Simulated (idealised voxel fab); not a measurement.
Presented below is a process module, voxel quadruple lines.
Square cells of 5 nm make up the cross-section cut, whose width is 220 nm.
Cross-section spec: square-cell grid; bands listed top down; each band is one or more rows. First you get the band's top height and its bottom height, in nm, and then the materials it's made of, left to right, with each width in nm. If you see a single material with "edge to edge", that one covers the band edge to edge. "air" is empty space. Beneath 0, the wafer as received is one material, and that level is where height counting begins. The lowest band goes on downward without a bottom; it is written like "0 -> down". Width "30 to 40": first value at the band's top row of cells, second value at its bottom row, equal change from row to row. Take "nothing got changed" at face value: in the step it is given for, the cross-section changed in none of its cells. In the "Fully sealed voids" entry, you get each enclosed empty space of 8 cells or more, one with no open way to the top, written width x height at distance, distance from the left edge, in nm. It should be noted that, on the line of a given step, the content following the step's settings is a remark produced by the simulator itself with respect to that step. The setting "overlay nm" may be written on the line of a step. When the step uses a mask, the value reports how far to the right of the planned place the mask lay, and a negative value reports that it lay to the left.

Intended process steps
1 RECEIVE,material Si
2 CONFORMAL_DEP,material SiO2,thk nm 10
3 DIRECTIONAL_DEP,material W,thk nm 15
4 DIRECTIONAL_DEP,material polySi,thk nm 20
5 DIRECTIONAL_DEP,material aC,thk nm 25
6 PATTERN,tone cover,mask id MANDREL,material resist,width nm 35,pitch nm 100,thk nm 35,overlay nm -15
7 DIRECTIONAL_ETCH,etch materials aC,depth nm 25
8 STRIP,etch materials resist
9 CONFORMAL_DEP,material SiO2,thk nm 15
10 DIRECTIONAL_ETCH,etch materials SiO2,depth nm 15
11 STRIP,etch materials aC
12 DIRECTIONAL_ETCH,etch materials polySi,depth nm 20
13 STRIP,etch materials SiO2
14 CONFORMAL_DEP,material SiCN,thk nm 10
15 DIRECTIONAL_ETCH,etch materials SiCN,depth nm 10
16 STRIP,etch materials polySi
17 DIRECTIONAL_ETCH,etch materials W,depth nm 15
18 STRIP,etch materials SiCN
19 FILL_DEP,material SiO2,thk nm 5
20 CMP,height nm 25
Across this set of wafers, the varied parameter is the overlay nm of step 6. Starting conditions are identical for every wafer, and the plan reports the value assigned to the first wafer.

Cross-section of the first of several wafers as received (after step 1)
0 -> down | Si edge to edge
Fully sealed voids: none

Here's the first of several wafers in cross-section, end of the module, after the last step, step 20
25 -> 10 | 10 W, 15 SiO2, 10 W, 15 SiO2, 10 W, 15 SiO2, 10 W, 15 SiO2, 10 W, 15 SiO2, 10 W, 15 SiO2, 10 W, 15 SiO2, 10 W, 35 SiO2
10 -> 0 | SiO2 edge to edge
0 -> down | Si edge to edge
Fully sealed voids: none

Cross-section at module completion, last wafer
25 -> 10 | 30 SiO2, 10 W, 15 SiO2, 10 W, 15 SiO2, 10 W, 15 SiO2, 10 W, 15 SiO2, 10 W, 15 SiO2, 10 W, 15 SiO2, 10 W, 15 SiO2, 10 W, 5 SiO2
10 -> 0 | SiO2 edge to edge
0 -> down | Si edge to edge
Fully sealed voids: none

Per wafer, end of module: cells gained (+) or lost (-) per material since receipt, then closed voids
overlay nm -15, +172 SiO2, +48 W, Fully sealed voids: none
overlay nm -10, +172 SiO2, +48 W, Fully sealed voids: none
overlay nm -5, +172 SiO2, +48 W, Fully sealed voids: none
overlay nm 0, +172 SiO2, +48 W, Fully sealed voids: none
overlay nm 5, +172 SiO2, +48 W, Fully sealed voids: none
overlay nm 10, +172 SiO2, +48 W, Fully sealed voids: none
overlay nm 15, +172 SiO2, +48 W, Fully sealed voids: none
